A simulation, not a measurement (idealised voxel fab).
This section sets out a process module, namely voxel air gaps.
Section cut is 175 nm wide and gridded with 5 nm square cells.
Think of the cross-section as a grid of square cells. We describe it in bands, top to bottom, and each band covers one or more rows of those cells. What a band's entry tells you: where the top is and where the bottom is, as heights in nm, and after that what lies inside, material by material from left to right, each with its width in nm. Empty space is written as the word "air", and a single material marked with the word "everywhere" occupies the band from edge to edge. Heights are measured from 0, the level below which the as-received wafer is all one material; the lowest band has no bottom and continues downward, written as in "0 down". The two numbers in a width such as "30->40" mark its ends across the band: the first belongs to the top row of cells, the second to the bottom row, and from each row to the next the width moves by the same amount. "same as before" means the step left every cell of the cross-section as it was. The list in "Fully enclosed voids" covers empty spaces of 8 cells or more that cannot reach the top through any open way, and it gives each as width x height at distance; the distance is from the left edge, and width, height and distance are in nm. Where a step's line continues beyond its settings, the continuation is a remark by the simulator itself on that step. The line of a step may include "overlay nm". On a step with a mask, this value is how far to the right of its planned place the mask lay. A negative value means the mask lay to the left.
Steps in the process plan
1) RECEIVE (material Si)
2) CONFORMAL_DEP (material SiO2; thk nm 15)
3) CONFORMAL_DEP (material SiCN; thk nm 5)
4) DIRECTIONAL_DEP (material SiO2; thk nm 20)
5) DIRECTIONAL_DEP (material aC; thk nm 15)
6) PATTERN (tone open; mask id LINES; material resist; width nm 25; pitch nm 50; thk nm 35; overlay nm 0)
7) DIRECTIONAL_ETCH (etch materials aC; depth nm 15)
8) STRIP (etch materials resist)
9) DIRECTIONAL_ETCH (etch materials SiO2; depth nm 30)
10) STRIP (etch materials aC)
11) CONFORMAL_DEP (material TiN; thk nm 5)
12) FILL_DEP (material Cu; thk nm 10)
13) CMP (height nm 50)
14) EPI (material Ru; thk nm 10)
15) SELECTIVE_ETCH (etch materials SiO2; depth nm 40)
16) CONFORMAL_DEP (material SiCN; thk nm 5)
Be aware that, although all wafers share a common starting state, the thk nm at step 4 differs among them, and the plan displays the first wafer's value.
The first of several wafers in cross-section, exactly as it reached us after step 1
- 0 down = Si everywhere
- Fully enclosed voids: none
So in this table every wafer gets its own row, and what you see is where it stands at the end of the module: for each material, how many cells it picked up (+) or gave up (-) since we received it, and after that its closed voids
thk nm 20 | +71 Cu | +70 Ru | +70 SiCN | +185 SiO2 | +59 TiN | Fully enclosed voids: none
thk nm 25 | +45 Cu | +70 Ru | +70 SiCN | +205 SiO2 | +65 TiN | Fully enclosed voids: none
thk nm 30 | +45 Cu | +54 Ru | +134 SiCN | +105 SiO2 | +45 TiN | Fully enclosed voids: 15 x 20 at 55; 15 x 20 at 105
